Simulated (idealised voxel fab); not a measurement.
The document below concerns the process module designated voxel fin reveal.
Displayed cross-section: cut, width of 205 nm, square cells sized 5 nm.
The cross-sections in this document take the form of a grid made of square cells. They are written out as bands, in order from top to bottom. Each band consists of one or more rows of cells.
Per band: top height and bottom height in nm, followed by the left-to-right materials and their widths in nm; "edge to edge" marks a single material spanning edge to edge, "empty" marks empty space.
Height datum 0, below which the as-received substrate wafer is one material. Lowest band open at the bottom, running downward: "0 down".
Note: "30->40" means the width goes from the first number (top row of the band) to the second number (bottom row) in equal steps per row of cells.
"nothing different" (step): cross-section cells unchanged, all of them.
Empty spaces without an open route to the top, at least 8 cells in extent, make up the entry "Closed void inventory"; each is given as width x height at distance, where the distance is measured from the left edge, and all are in nm.
Read whatever lies past the settings on a step's line as the simulator's own remark about the step.
overlay nm: how far to the right of its planned place the mask lay on this masked step (negative: to the left).
STEPS PLANNED FOR THE PROCESS
1) RECEIVE | material Si
2) CONFORMAL_DEP | material SiN | thk nm 5
3) DIRECTIONAL_DEP | material aC | thk nm 15
4) PATTERN | tone cover | mask id FINS | material resist | width nm 15 | pitch nm 40 | thk nm 30 | overlay nm 0
5) DIRECTIONAL_ETCH | etch materials aC | depth nm 15
6) STRIP | etch materials resist
7) DIRECTIONAL_ETCH | etch materials SiN | depth nm 5
8) DIRECTIONAL_ETCH | etch materials Si | depth nm 40
9) STRIP | etch materials aC
10) OXIDIZE | depth nm 5
11) FILL_DEP | material SiO2 | thk nm 15
12) CMP | height nm 5
13) SELECTIVE_ETCH | etch materials SiO2 | depth nm 30
14) STRIP | etch materials SiN
15) CONFORMAL_DEP | material HfO2 | thk nm 5
CROSS-SECTION OF THE WAFER AT RECEIPT, WHICH IS THE CONDITION AFTER STEP 1
* 0 down: Si edge to edge
* Closed void inventory: none
FIRST WAFER AT THE END, AS PLANNED
* 5 to 0: empty 55; HfO2 15; empty 25; HfO2 15; empty 25; HfO2 15; empty 55
* 0 to -20: empty 55; HfO2 5; Si 5; HfO2 5; empty 25; HfO2 5; Si 5; HfO2 5; empty 25; HfO2 5; Si 5; HfO2 5; empty 55
* -20 to -25: HfO2 60; Si 5; HfO2 35; Si 5; HfO2 35; Si 5; HfO2 60
* -25 to -45: SiO2 60; Si 5; SiO2 35; Si 5; SiO2 35; Si 5; SiO2 60
* -45 down: Si edge to edge
* Closed void inventory: none
SECOND WAFER THROUGH THE MODULE, SECTIONED AT THE END: SAME BEGINNING AND SAME PLAN AS THE FIRST WAFER, WITH ONE MISTAKE IN CARRYING IT OUT
* 15 to 0: empty 45; HfO2 35; empty 5; HfO2 35; empty 5; HfO2 35; empty 45
* 0 to -10: empty 45; HfO2 15; Si 5; HfO2 15; empty 5; HfO2 15; Si 5; HfO2 15; empty 5; HfO2 15; Si 5; HfO2 15; empty 45
* -10 to -25: HfO2 60; Si 5; HfO2 35; Si 5; HfO2 35; Si 5; HfO2 60
* -25 to -45: SiO2 60; Si 5; SiO2 35; Si 5; SiO2 35; Si 5; SiO2 60
* -45 down: Si edge to edge
* Closed void inventory: none
Want to know what went wrong? step 15 did not use the planned setting and instead ran as CONFORMAL_DEP | material HfO2 | thk nm 15
Bottom line after processing is that, in cells, the second wafer is up or down on some materials versus the first: HfO2 +142
